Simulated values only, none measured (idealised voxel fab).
Process module name: voxel air gaps
Section cut is 165 nm wide and gridded with 5 nm square cells.
Notation: cross-section as square-cell grid; stated in bands, top first, going down; one or more cell rows per band.
In this notation a band is specified by the heights of its top and bottom, in that order and in nm, after which its materials appear from left to right, each paired with its width in nm. The word "all across" attached to a single material means that material fills the band from edge to edge; the word "empty" stands for empty space.
Ref level 0: as-received wafer is one material below here. Bottom band extends down with no lower bound ("z 0 and below").
Graded width ("30..40"): value in top row of band = first number; value in bottom row = second number; row-to-row change constant.
What does "no alterations made" mean for a step? It means no cell of the cross-section changed in that step.
The entry "Sealed voids" lists the empty spaces that cover at least 8 cells and have no open path to the top. Each is written as width x height at distance, where the distance is measured from the left edge and all three values are in nm.
On a step's line, text after the settings is the simulator commenting on that step.
You can add "overlay nm" to a step's line. For a step with a mask, it describes how far the mask lay to the right of its planned position, and a negative number describes a lay to the left.
## So here's the lineup of process steps we planned
1. RECEIVE,material Si
2. CONFORMAL_DEP,material SiO2,thk nm 15
3. CONFORMAL_DEP,material SiN,thk nm 5
4. DIRECTIONAL_DEP,material SiO2,thk nm 40
5. PATTERN,tone open,mask id LINES,material resist,width nm 15,pitch nm 40,thk nm 15,overlay nm 0
6. DIRECTIONAL_ETCH,etch materials SiO2,depth nm 40
7. STRIP,etch materials resist
8. CONFORMAL_DEP,material TiN,thk nm 5
9. FILL_DEP,material W,thk nm 10
10. CMP,height nm 60
11. EPI,material Ru,thk nm 10
12. SELECTIVE_ETCH,etch materials SiO2,depth nm 50
13. CONFORMAL_DEP,material SiCN,thk nm 5
## Run as planned: first of two wafers
## Cross-section of the wafer at receipt, which is the condition after step 1
- z 0 and below: Si all across
- Sealed voids: none
## How the wafer stands in section after step 2
- z 15 to 0: SiO2 all across
- Everything below 0 is unchanged.
## How the wafer stands in section after step 3
- z 20 to 15: SiN all across
- Everything below 15 is unchanged.
## How the wafer stands in section after step 4
- z 60 to 20: SiO2 all across
- Everything below 20 is unchanged.
## How the wafer stands in section after step 5
- z 75 to 60: 35 resist / 15 empty / 25 resist / 15 empty / 25 resist / 15 empty / 35 resist
- Everything below 60 is unchanged.
## How the wafer stands in section after step 6
- z 75 to 60: 35 resist / 15 empty / 25 resist / 15 empty / 25 resist / 15 empty / 35 resist
- z 60 to 20: 35 SiO2 / 15 empty / 25 SiO2 / 15 empty / 25 SiO2 / 15 empty / 35 SiO2
- Everything below 20 is unchanged.
## How the wafer stands in section after step 7
- z 60 to 20: 35 SiO2 / 15 empty / 25 SiO2 / 15 empty / 25 SiO2 / 15 empty / 35 SiO2
- Everything below 20 is unchanged.
## How the wafer stands in section after step 8
- z 65 to 60: 40 TiN / 5 empty / 35 TiN / 5 empty / 35 TiN / 5 empty / 40 TiN
- z 60 to 25: 35 SiO2 / 5 TiN / 5 empty / 5 TiN / 25 SiO2 / 5 TiN / 5 empty / 5 TiN / 25 SiO2 / 5 TiN / 5 empty / 5 TiN / 35 SiO2
- z 25 to 20: 35 SiO2 / 15 TiN / 25 SiO2 / 15 TiN / 25 SiO2 / 15 TiN / 35 SiO2
- Everything below 20 is unchanged.
## How the wafer stands in section after step 9
- z 75 to 65: W all across
- z 65 to 60: 40 TiN / 5 W / 35 TiN / 5 W / 35 TiN / 5 W / 40 TiN
- z 60 to 25: 35 SiO2 / 5 TiN / 5 W / 5 TiN / 25 SiO2 / 5 TiN / 5 W / 5 TiN / 25 SiO2 / 5 TiN / 5 W / 5 TiN / 35 SiO2
- Everything below 25 is unchanged.
## How the wafer stands in section after step 10
- z 60 to 25: 35 SiO2 / 5 TiN / 5 W / 5 TiN / 25 SiO2 / 5 TiN / 5 W / 5 TiN / 25 SiO2 / 5 TiN / 5 W / 5 TiN / 35 SiO2
- Everything below 25 is unchanged.
## How the wafer stands in section after step 11
- z 70 to 60: 25 empty / 35 Ru / 5 empty / 35 Ru / 5 empty / 35 Ru / 25 empty
- Everything below 60 is unchanged.
## How the wafer stands in section after step 12
- z 70 to 60: 25 empty / 35 Ru / 5 empty / 35 Ru / 5 empty / 35 Ru / 25 empty
- z 60 to 25: 35 empty / 5 TiN / 5 W / 5 TiN / 25 empty / 5 TiN / 5 W / 5 TiN / 25 empty / 5 TiN / 5 W / 5 TiN / 35 empty
- z 25 to 20: 35 empty / 15 TiN / 25 empty / 15 TiN / 25 empty / 15 TiN / 35 empty
- Everything below 20 is unchanged.
## How the wafer stands in section after step 13
- z 75 to 70: 20 empty / 125 SiCN / 20 empty
- z 70 to 60: 20 empty / 5 SiCN / 35 Ru / 5 SiCN / 35 Ru / 5 SiCN / 35 Ru / 5 SiCN / 20 empty
- z 60 to 55: 20 empty / 15 SiCN / 5 TiN / 5 W / 5 TiN / 25 SiCN / 5 TiN / 5 W / 5 TiN / 25 SiCN / 5 TiN / 5 W / 5 TiN / 15 SiCN / 20 empty
- z 55 to 25: 30 empty / 5 SiCN / 5 TiN / 5 W / 5 TiN / 5 SiCN / 15 empty / 5 SiCN / 5 TiN / 5 W / 5 TiN / 5 SiCN / 15 empty / 5 SiCN / 5 TiN / 5 W / 5 TiN / 5 SiCN / 30 empty
- z 25 to 20: 35 SiCN / 15 TiN / 25 SiCN / 15 TiN / 25 SiCN / 15 TiN / 35 SiCN
- Everything below 20 is unchanged.
- Sealed voids: 15 x 30 at 55; 15 x 30 at 95
## Second wafer. Start and plan as for the first. One mistake made in running. Agrees with the first up to and including step 4
## Second wafer: cross-section at the scheduled end of step 5
- z 75 to 60: 35 empty / 15 resist / 25 empty / 15 resist / 25 empty / 15 resist / 35 empty
- Everything below 60 is unchanged.
## Second wafer: cross-section at the scheduled end of step 6
- z 75 to 60: 35 empty / 15 resist / 25 empty / 15 resist / 25 empty / 15 resist / 35 empty
- z 60 to 20: 35 empty / 15 SiO2 / 25 empty / 15 SiO2 / 25 empty / 15 SiO2 / 35 empty
- Everything below 20 is unchanged.
## Second wafer: cross-section at the scheduled end of step 7
- z 60 to 20: 35 empty / 15 SiO2 / 25 empty / 15 SiO2 / 25 empty / 15 SiO2 / 35 empty
- Everything below 20 is unchanged.
## Second wafer: cross-section at the scheduled end of step 8
- z 65 to 60: 30 empty / 25 TiN / 15 empty / 25 TiN / 15 empty / 25 TiN / 30 empty
- z 60 to 25: 30 empty / 5 TiN / 15 SiO2 / 5 TiN / 15 empty / 5 TiN / 15 SiO2 / 5 TiN / 15 empty / 5 TiN / 15 SiO2 / 5 TiN / 30 empty
- z 25 to 20: 35 TiN / 15 SiO2 / 25 TiN / 15 SiO2 / 25 TiN / 15 SiO2 / 35 TiN
- Everything below 20 is unchanged.
## Second wafer: cross-section at the scheduled end of step 9
- z 75 to 65: W all across
- z 65 to 60: 30 W / 25 TiN / 15 W / 25 TiN / 15 W / 25 TiN / 30 W
- z 60 to 25: 30 W / 5 TiN / 15 SiO2 / 5 TiN / 15 W / 5 TiN / 15 SiO2 / 5 TiN / 15 W / 5 TiN / 15 SiO2 / 5 TiN / 30 W
- Everything below 25 is unchanged.
## Second wafer: cross-section at the scheduled end of step 10
- z 60 to 25: 30 W / 5 TiN / 15 SiO2 / 5 TiN / 15 W / 5 TiN / 15 SiO2 / 5 TiN / 15 W / 5 TiN / 15 SiO2 / 5 TiN / 30 W
- Everything below 25 is unchanged.
## Second wafer: cross-section at the scheduled end of step 11
- z 70 to 60: Ru all across
- Everything below 60 is unchanged.
Second wafer: cross-section at the scheduled end of step 12: no alterations made
## Second wafer: cross-section at the scheduled end of step 13
- z 75 to 70: SiCN all across
- Everything below 70 is unchanged.
The mistake made against the process plan was this: it should be noted that step 5 was executed with settings other than those planned, the operation and settings actually applied being PATTERN,tone cover,mask id LINES,material resist,width nm 15,pitch nm 40,thk nm 15,overlay nm 0
Wrapping up, a cell-based count of both wafers puts the second over or under the first for these materials: +24 Ru; -76 SiCN; +72 SiO2; +15 TiN; +105 W
Heads up: the first wafer ends with 2 closed voids, the second with 0.
